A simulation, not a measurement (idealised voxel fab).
You're looking at the process module voxel trench capacitor.
260 nm wide, 5 nm square cells: that's cross-section cut.
We lay out every cross-section as a grid of square cells and spell it out in bands from the top down, where one band means one or more rows of cells. Read a band's entry like this: the first values are the height of its top and the height of its bottom in nm, and what follows is the sequence of materials from left to right, each with its width in nm. Note that "blank" is empty space, and that a single material marked "edge to edge" reaches across the band from edge to edge. It should be noted that heights are counted from 0, beneath which the wafer as supplied is of one material throughout, and that the lowest band possesses no lower boundary but continues downward, as written in "from 0 down". The expression "30..40" gives the width at the extremes of the band, the first number at its top row of cells and the second at its bottom row, with the width changing by equal amounts from each row to the next in between. "stayed the same", as given for a step, is the statement that not any cell of the cross-section underwent a change during that step. Empty spaces counting at least 8 cells and having no open way to the top are listed in "Closed void table". The notation width x height at distance is used for each, the distance being from the left edge and all three values in nm. Formally, on a step line, whatever follows the settings is a remark that the simulator itself makes on the step. overlay nm: how far to the right of its planned place the mask lay on this masked step (negative: to the left).

# Set out below are the planned steps of the process
1. op RECEIVE | material Si
2. op CONFORMAL_DEP | material SiN | thk nm 10
3. op PATTERN | tone open | mask id TRENCH | material resist | width nm 25 | pitch nm 45 | thk nm 15 | overlay nm 0
4. op DIRECTIONAL_ETCH | etch materials SiN | depth nm 10
5. op DIRECTIONAL_ETCH | etch materials Si | depth nm 40
6. op STRIP | etch materials resist
7. op CONFORMAL_DEP | material Al2O3 | thk nm 5
8. op CONFORMAL_DEP | material TiN | thk nm 5
9. op FILL_DEP | material W | thk nm 5
10. op CMP | height nm 10

# Received-state cross-section, reflecting completion of step 1
from 0 down = Si edge to edge
Closed void table: none

# The first of two wafers, cross-sectioned at the end of the module, with the run proceeding as planned
from 10 to 0 = 50 of SiN  5 of Al2O3  5 of TiN  5 of W  5 of TiN  5 of Al2O3  20 of SiN  5 of Al2O3  5 of TiN  5 of W  5 of TiN  5 of Al2O3  20 of SiN  5 of Al2O3  5 of TiN  5 of W  5 of TiN  5 of Al2O3  20 of SiN  5 of Al2O3  5 of TiN  5 of W  5 of TiN  5 of Al2O3  50 of SiN
from 0 to -30 = 50 of Si  5 of Al2O3  5 of TiN  5 of W  5 of TiN  5 of Al2O3  20 of Si  5 of Al2O3  5 of TiN  5 of W  5 of TiN  5 of Al2O3  20 of Si  5 of Al2O3  5 of TiN  5 of W  5 of TiN  5 of Al2O3  20 of Si  5 of Al2O3  5 of TiN  5 of W  5 of TiN  5 of Al2O3  50 of Si
from -30 to -35 = 50 of Si  5 of Al2O3  15 of TiN  5 of Al2O3  20 of Si  5 of Al2O3  15 of TiN  5 of Al2O3  20 of Si  5 of Al2O3  15 of TiN  5 of Al2O3  20 of Si  5 of Al2O3  15 of TiN  5 of Al2O3  50 of Si
from -35 to -40 = 50 of Si  25 of Al2O3  20 of Si  25 of Al2O3  20 of Si  25 of Al2O3  20 of Si  25 of Al2O3  50 of Si
from -40 down = Si edge to edge
Closed void table: none

# What the second wafer looks like in cross-section once the module is done. Its start and its plan matched the first wafer's exactly; what differed was one mistake in how it was run
from 10 to 0 = 50 of SiN  5 of Al2O3  5 of TiN  10 of W  5 of TiN  5 of Al2O3  15 of SiN  5 of Al2O3  5 of TiN  10 of W  5 of TiN  5 of Al2O3  15 of SiN  5 of Al2O3  5 of TiN  10 of W  5 of TiN  5 of Al2O3  15 of SiN  5 of Al2O3  5 of TiN  10 of W  5 of TiN  5 of Al2O3  45 of SiN
from 0 to -30 = 50 of Si  5 of Al2O3  5 of TiN  10 of W  5 of TiN  5 of Al2O3  15 of Si  5 of Al2O3  5 of TiN  10 of W  5 of TiN  5 of Al2O3  15 of Si  5 of Al2O3  5 of TiN  10 of W  5 of TiN  5 of Al2O3  15 of Si  5 of Al2O3  5 of TiN  10 of W  5 of TiN  5 of Al2O3  45 of Si
from -30 to -35 = 50 of Si  5 of Al2O3  20 of TiN  5 of Al2O3  15 of Si  5 of Al2O3  20 of TiN  5 of Al2O3  15 of Si  5 of Al2O3  20 of TiN  5 of Al2O3  15 of Si  5 of Al2O3  20 of TiN  5 of Al2O3  45 of Si
from -35 to -40 = 50 of Si  30 of Al2O3  15 of Si  30 of Al2O3  15 of Si  30 of Al2O3  15 of Si  30 of Al2O3  45 of Si
from -40 down = Si edge to edge
Closed void table: none
Short version of what went wrong: step 3: run off-plan, actual operation and settings op PATTERN | tone open | mask id TRENCH | material resist | width nm 30 | pitch nm 45 | thk nm 15 | overlay nm 0
The final cell counts differ between the wafers, with the second having more or fewer of some materials than the first: Al2O3: 4 more | Si: 32 fewer | SiN: 8 fewer | TiN: 4 more | W: 32 more
